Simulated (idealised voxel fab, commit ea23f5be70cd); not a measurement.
process module | voxel spacer lines
cross-section cut | 195 nm wide | cells 5 nm
A cross-section is a grid of square cells, given in bands from the top down. A band is one or more rows of cells.
Each band's line starts with the height of the band's top and of its bottom, in nm. Then come its materials from left to right, each with its width in nm. One material with "throughout" fills the band from edge to edge. "air" is empty space.
Height 0 is the level under which the wafer as received is all one material. The lowest band goes on downwards, as in "0 down".
A width such as "30 to 40" changes by the same amount from each row of cells to the next, from the band's top row to its bottom row.
"no change" after a step means that no cell of the cross-section changed.
closed voids: empty space of 8 cells or more with no open way to the top, each as width x height at its distance from the left edge, in nm
after a step's settings: what the simulator itself notes on the step
overlay nm, on a step with a mask: how far to the right of its planned place the mask lay; to the left if negative
plan
1 op RECEIVE | material Si
2 op CONFORMAL_DEP | material SiO2 | thk nm 10
3 op DIRECTIONAL_DEP | material polySi | thk nm 10
4 op DIRECTIONAL_DEP | material aC | thk nm 30
5 op PATTERN | tone cover | mask id MANDREL | material resist | width nm 25 | pitch nm 70 | thk nm 35 | overlay nm 0
6 op DIRECTIONAL_ETCH | etch materials aC | depth nm 30
7 op STRIP | etch materials resist
8 op CONFORMAL_DEP | material SiN | thk nm 10
9 op DIRECTIONAL_ETCH | etch materials SiN | depth nm 10
10 op STRIP | etch materials aC
11 op DIRECTIONAL_ETCH | etch materials polySi | depth nm 10
12 op STRIP | etch materials SiN
as received, after step 1
  0 down: Si throughout
  closed voids: none
a wafer at the end: this start, this plan, one mistake
  20 to 10: air 15 | polySi 10 | air 5 | polySi 10 | air 45 | polySi 10 | air 5 | polySi 10 | air 45 | polySi 10 | air 5 | polySi 10 | air 15
  10 to 0: SiO2 throughout
  0 down: Si throughout
  closed voids: none
what went wrong: step 5 ran as: op PATTERN | tone open | mask id MANDREL | material resist | width nm 25 | pitch nm 70 | thk nm 35 | overlay nm 0
